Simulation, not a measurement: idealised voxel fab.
process module | voxel self aligned vias
cross-section cut | 290 nm wide | cells 5 nm
A cross-section is a grid of square cells, given in bands from the top down. A band is one or more rows of cells.
Each band's line starts with the height of the band's top and of its bottom, in nm. Then come its materials from left to right, each with its width in nm. One material with "throughout" fills the band from edge to edge. "air" is empty space.
Height 0 is the level under which the wafer as received is all one material. The lowest band goes on downwards, as in "0 down".
A width such as "30 to 40" changes by the same amount from each row of cells to the next, from the band's top row to its bottom row.
"no change" after a step means that no cell of the cross-section changed.
closed voids: empty space of 8 cells or more with no open way to the top, each as width x height at its distance from the left edge, in nm
after a step's settings: what the simulator itself notes on the step
overlay nm, on a step with a mask: how far to the right of its planned place the mask lay; to the left if negative
plan
1 op RECEIVE | material Si
2 op CONFORMAL_DEP | material SiO2 | thk nm 15
3 op CONFORMAL_DEP | material SiCN | thk nm 5
4 op DIRECTIONAL_DEP | material SiO2 | thk nm 20
5 op MASKED_ETCH | tone open | mask id LINES | width nm 25 | pitch nm 70 | etch materials SiO2 | depth nm 20 | overlay nm 0
6 op CONFORMAL_DEP | material TiN | thk nm 5
7 op FILL_DEP | material Ru | thk nm 10
8 op CMP | height nm 40
9 op SELECTIVE_ETCH | etch materials W Ru TiN | depth nm 10
10 op FILL_DEP | material SiN | thk nm 5
11 op CMP | height nm 40
12 op DIRECTIONAL_DEP | material SiO2 | thk nm 20
13 op PATTERN | tone open | mask id VIAS | material resist | width nm 45 | thk nm 20 | overlay nm 0
14 op DIRECTIONAL_ETCH | etch materials SiO2 | depth nm 20
15 op DIRECTIONAL_ETCH | etch materials SiN | depth nm 10
16 op STRIP | etch materials resist
17 op CONFORMAL_DEP | material TiN | thk nm 5
18 op FILL_DEP | material W | thk nm 5
19 op CMP | height nm 60
20 op CONFORMAL_DEP | material SiN | thk nm 5
first wafer, as planned
as received, after step 1
  0 down: Si throughout
  closed voids: none
after step 2
  15 to 0: SiO2 throughout
  below 0: unchanged
after step 3
  20 to 15: SiCN throughout
  below 15: unchanged
after step 4
  40 to 20: SiO2 throughout
  below 20: unchanged
after step 5
  40 to 20: SiO2 95 | air 25 | SiO2 45 | air 25 | SiO2 100
  below 20: unchanged
after step 6
  45 to 40: TiN 100 | air 15 | TiN 55 | air 15 | TiN 105
  40 to 25: SiO2 95 | TiN 5 | air 15 | TiN 5 | SiO2 45 | TiN 5 | air 15 | TiN 5 | SiO2 100
  25 to 20: SiO2 95 | TiN 25 | SiO2 45 | TiN 25 | SiO2 100
  below 20: unchanged
after step 7
  55 to 45: Ru throughout
  45 to 40: TiN 100 | Ru 15 | TiN 55 | Ru 15 | TiN 105
  40 to 25: SiO2 95 | TiN 5 | Ru 15 | TiN 5 | SiO2 45 | TiN 5 | Ru 15 | TiN 5 | SiO2 100
  below 25: unchanged
after step 8
  40 to 25: SiO2 95 | TiN 5 | Ru 15 | TiN 5 | SiO2 45 | TiN 5 | Ru 15 | TiN 5 | SiO2 100
  below 25: unchanged
after step 9
  40 to 30: SiO2 95 | air 25 | SiO2 45 | air 25 | SiO2 100
  below 30: unchanged
after step 10
  45 to 40: SiN throughout
  40 to 30: SiO2 95 | SiN 25 | SiO2 45 | SiN 25 | SiO2 100
  below 30: unchanged
after step 11
  40 to 30: SiO2 95 | SiN 25 | SiO2 45 | SiN 25 | SiO2 100
  below 30: unchanged
after step 12
  60 to 40: SiO2 throughout
  below 40: unchanged
after step 13
  80 to 60: resist 85 | air 45 | resist 160
  below 60: unchanged
after step 14
  80 to 60: resist 85 | air 45 | resist 160
  60 to 40: SiO2 85 | air 45 | SiO2 160
  below 40: unchanged
after step 15
  80 to 60: resist 85 | air 45 | resist 160
  60 to 40: SiO2 85 | air 45 | SiO2 160
  40 to 30: SiO2 95 | air 25 | SiO2 45 | SiN 25 | SiO2 100
  below 30: unchanged
after step 16
  60 to 40: SiO2 85 | air 45 | SiO2 160
  below 40: unchanged
after step 17
  65 to 60: TiN 90 | air 35 | TiN 165
  60 to 45: SiO2 85 | TiN 5 | air 35 | TiN 5 | SiO2 160
  45 to 40: SiO2 85 | TiN 15 | air 15 | TiN 15 | SiO2 160
  40 to 35: SiO2 95 | TiN 5 | air 15 | TiN 5 | SiO2 45 | SiN 25 | SiO2 100
  35 to 30: SiO2 95 | TiN 25 | SiO2 45 | SiN 25 | SiO2 100
  below 30: unchanged
after step 18
  70 to 65: W throughout
  65 to 60: TiN 90 | W 35 | TiN 165
  60 to 45: SiO2 85 | TiN 5 | W 35 | TiN 5 | SiO2 160
  45 to 40: SiO2 85 | TiN 15 | W 15 | TiN 15 | SiO2 160
  40 to 35: SiO2 95 | TiN 5 | W 15 | TiN 5 | SiO2 45 | SiN 25 | SiO2 100
  below 35: unchanged
after step 19
  60 to 45: SiO2 85 | TiN 5 | W 35 | TiN 5 | SiO2 160
  below 45: unchanged
after step 20
  65 to 60: SiN throughout
  below 60: unchanged
second wafer: like start, like plan, one mistake. Through step 13 it matches the first wafer
when step 14 should have ended
  80 to 60: resist 85 | air 45 | resist 160
  60 to 40: SiO2 85 | air 45 | SiO2 160
  40 to 30: SiO2 85 | air 10 | SiN 25 | air 10 | SiO2 35 | SiN 25 | SiO2 100
  30 to 25: SiO2 85 | air 10 | TiN 5 | Ru 15 | TiN 5 | air 10 | SiO2 35 | TiN 5 | Ru 15 | TiN 5 | SiO2 100
  25 to 20: SiO2 85 | air 10 | TiN 25 | air 10 | SiO2 35 | TiN 25 | SiO2 100
  below 20: unchanged
when step 15 should have ended
  80 to 60: resist 85 | air 45 | resist 160
  60 to 40: SiO2 85 | air 45 | SiO2 160
  40 to 30: SiO2 85 | air 45 | SiO2 35 | SiN 25 | SiO2 100
  below 30: unchanged
when step 16 should have ended
  60 to 40: SiO2 85 | air 45 | SiO2 160
  below 40: unchanged
when step 17 should have ended
  65 to 60: TiN 90 | air 35 | TiN 165
  60 to 40: SiO2 85 | TiN 5 | air 35 | TiN 5 | SiO2 160
  40 to 35: SiO2 85 | TiN 5 | air 35 | TiN 5 | SiO2 35 | SiN 25 | SiO2 100
  35 to 30: SiO2 85 | TiN 45 | SiO2 35 | SiN 25 | SiO2 100
  30 to 25: SiO2 85 | TiN 15 | Ru 15 | TiN 15 | SiO2 35 | TiN 5 | Ru 15 | TiN 5 | SiO2 100
  25 to 20: SiO2 85 | TiN 45 | SiO2 35 | TiN 25 | SiO2 100
  below 20: unchanged
when step 18 should have ended
  70 to 65: W throughout
  65 to 60: TiN 90 | W 35 | TiN 165
  60 to 40: SiO2 85 | TiN 5 | W 35 | TiN 5 | SiO2 160
  40 to 35: SiO2 85 | TiN 5 | W 35 | TiN 5 | SiO2 35 | SiN 25 | SiO2 100
  below 35: unchanged
when step 19 should have ended
  60 to 40: SiO2 85 | TiN 5 | W 35 | TiN 5 | SiO2 160
  below 40: unchanged
when step 20 should have ended
  65 to 60: SiN throughout
  below 60: unchanged
what went wrong: step 14 was run twice
at the end the second wafer has, in cells: 16 fewer of SiO2 | 8 more of TiN | 8 more of W
